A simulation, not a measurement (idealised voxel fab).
A process module follows: voxel gate over fins.
cross-section cut | 260 nm wide | cells 5 nm
Bands, listed from the top down, are how a cross-section gets written in this document; the cross-section itself is a grid of square cells, and a band is one or more rows of them.
Band: top height; bottom height; in nm. Then, left to right: material with width in nm, for each material. "all across": a single material spanning edge to edge. "air": empty space.
Height reference: 0 = level under which incoming wafer is all one material. Lowest band: no bottom, runs on downward, e.g. "z 0 and below".
Read "30->40" as a graded width: first number on top, second number at the bottom, same change between each pair of neighbouring rows.
Key: "stayed the same" - step with no changed cell in the cross-section.
Closed-off voids of 8+ cells (no open route to the top) go in "Closed void catalog", written width x height at distance from the left edge, in nm.
Post-settings text on a step line: simulator's own remark regarding the step.
overlay nm: mask right of planned place by this much (step with mask). Neg. = left.

THESE ARE THE STEPS WE PLANNED FOR THE PROCESS
| 1 | RECEIVE: material Si |
| 2 | CONFORMAL_DEP: material SiN, thk nm 5 |
| 3 | MASKED_ETCH: tone cover, mask id FINS, width nm 15, pitch nm 45, etch materials SiN, depth nm 5, overlay nm 0 |
| 4 | MASKED_ETCH: tone cover, mask id FINS, width nm 15, pitch nm 45, etch materials Si, depth nm 35, overlay nm 0 |
| 5 | FILL_DEP: material SiO2, thk nm 10 |
| 6 | CMP: height nm 5 |
| 7 | SELECTIVE_ETCH: etch materials SiO2, depth nm 15 |
| 8 | STRIP: etch materials SiN |
| 9 | CONFORMAL_DEP: material HfO2, thk nm 5 |
| 10 | CONFORMAL_DEP: material TiN, thk nm 5 |
| 11 | FILL_DEP: material W, thk nm 10 |
| 12 | CMP: height nm 15 |
| 13 | CONFORMAL_DEP: material SiCN, thk nm 5 |
The thk nm used in step 10 is not the same on every wafer, whereas the starting condition is; the value printed in the plan is the first wafer's.

CROSS-SECTION OF THE FIRST INCOMING WAFER OF SEVERAL, STATE AFTER STEP 1
    z 0 and below: Si all across
    Closed void catalog: none

PER-WAFER ROWS BELOW. FOR EACH MATERIAL: CELLS GAINED (+) OR LOST (-) SINCE THE WAFER WAS RECEIVED, AS OF END OF MODULE. THEN: CLOSED VOIDS
thk nm 5; +68 HfO2; -280 Si; +52 SiCN; +200 SiO2; +68 TiN; +100 W; Closed void catalog: none
thk nm 10; +68 HfO2; -280 Si; +52 SiCN; +200 SiO2; +136 TiN; +32 W; Closed void catalog: none
thk nm 15; +68 HfO2; -280 Si; +52 SiCN; +200 SiO2; +154 TiN; +14 W; Closed void catalog: none
thk nm 20; +68 HfO2; -280 Si; +52 SiCN; +200 SiO2; +168 TiN; Closed void catalog: none
